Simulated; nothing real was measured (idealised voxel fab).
The following is a process module called voxel capacitor over wiring.
Pictured: cross-section cut, 155 nm wide, on a grid of 5 nm square cells.
If you're reading a cross-section in this doc, picture square cells in a grid; it comes to you as bands, top ones listed first down to the bottom, and a band can be one or more rows of cells.
Look at the band entry: it leads with the top's height and the bottom's height in nm. Then it lists the materials left to right, with a width in nm for each. The word "everywhere" on a single material says that material fills the band edge to edge. The word "air" is empty space.
Heights from 0 (as-received wafer is one material below). Bottom band endless downward, as "0 down".
Per-row width for "30..40": begins at first number (top row of band), ends at second number (bottom row), increment between rows held constant.
"identical to before" after a step means that no cell of the cross-section changed.
Closed-off voids of 8+ cells (no open route to the top) go in "Entrapped void list", written width x height at distance from the left edge, in nm.
Anything after a step's settings on that line? It's the simulator's own note about the step.
"overlay nm" denotes, for a step that has a mask, the displacement of the mask to the right of its planned place, with negative values corresponding to the left.
Process steps (planned)
1. RECEIVE: material Si
2. CONFORMAL_DEP: material SiO2, thk nm 15
3. CONFORMAL_DEP: material SiN, thk nm 5
4. DIRECTIONAL_DEP: material SiO2, thk nm 25
5. DIRECTIONAL_DEP: material aC, thk nm 15
6. PATTERN: tone open, mask id METAL_1, material resist, width nm 30, pitch nm 80, thk nm 35, overlay nm 0
7. DIRECTIONAL_ETCH: etch materials aC, depth nm 15
8. STRIP: etch materials resist
9. DIRECTIONAL_ETCH: etch materials SiO2, depth nm 25
10. DIRECTIONAL_ETCH: etch materials SiN, depth nm 5
11. STRIP: etch materials aC
12. CONFORMAL_DEP: material TiN, thk nm 5
13. FILL_DEP: material Ru, thk nm 5
14. CMP: height nm 45
15. CONFORMAL_DEP: material SiCN, thk nm 5
16. DIRECTIONAL_DEP: material lowk, thk nm 15
17. MASKED_ETCH: tone open, mask id PLUG_1, width nm 15, etch materials lowk, depth nm 15, overlay nm 0
18. MASKED_ETCH: tone open, mask id PLUG_1, width nm 15, etch materials SiCN, depth nm 5, overlay nm 0
19. EPI: material Ru, thk nm 10
20. EPI: material Ru, thk nm 10
21. DIRECTIONAL_DEP: material TiN, thk nm 10
22. DIRECTIONAL_DEP: material HfO2, thk nm 5
23. DIRECTIONAL_DEP: material TiN, thk nm 10
24. DIRECTIONAL_DEP: material aC, thk nm 15
25. PATTERN: tone cover, mask id UPPER_PLATE, material resist, width nm 55, thk nm 30, overlay nm 0
26. DIRECTIONAL_ETCH: etch materials aC, depth nm 15
27. STRIP: etch materials resist
28. DIRECTIONAL_ETCH: etch materials TiN, depth nm 10
29. DIRECTIONAL_ETCH: etch materials HfO2, depth nm 5
30. STRIP: etch materials aC
31. DIRECTIONAL_DEP: material aC, thk nm 10
32. PATTERN: tone cover, mask id LOWER_PLATE, material resist, width nm 65, thk nm 30, overlay nm 0
33. DIRECTIONAL_ETCH: etch materials aC, depth nm 10
34. STRIP: etch materials resist
35. DIRECTIONAL_ETCH: etch materials TiN, depth nm 10
36. STRIP: etch materials aC
37. FILL_DEP: material SiO2, thk nm 20
38. CMP: height nm 105
39. MASKED_ETCH: tone open, mask id PLUG_2, width nm 15, etch materials SiO2, depth nm 15, overlay nm 0
40. CONFORMAL_DEP: material TiN, thk nm 5
41. FILL_DEP: material Ru, thk nm 10
42. CMP: height nm 105
43. CONFORMAL_DEP: material SiCN, thk nm 5
Cross-section: wafer on arrival = after step 1
  0 down  Si everywhere
  Entrapped void list: none
Cross-section at module end, one run error; start and plan unchanged from above
  110 to 105  SiCN everywhere
  105 to 95  40 SiO2  5 TiN  15 Ru  5 TiN  90 SiO2
  95 to 90  40 SiO2  25 TiN  90 SiO2
  90 to 80  35 SiO2  55 TiN  65 SiO2
  80 to 75  35 SiO2  55 HfO2  65 SiO2
  75 to 65  30 SiO2  65 TiN  60 SiO2
  65 to 50  35 lowk  15 Ru  105 lowk
  50 to 45  35 SiCN  15 Ru  105 SiCN
  45 to 20  20 SiO2  5 TiN  20 Ru  5 TiN  50 SiO2  5 TiN  20 Ru  5 TiN  25 SiO2
  20 to 15  20 SiN  30 TiN  50 SiN  30 TiN  25 SiN
  15 to 0  SiO2 everywhere
  0 down  Si everywhere
  Entrapped void list: none
The mistake made against the process plan was this: step 39 did not use the planned setting and instead ran as MASKED_ETCH: tone open, mask id PLUG_2, width nm 25, etch materials SiO2, depth nm 15, overlay nm 0
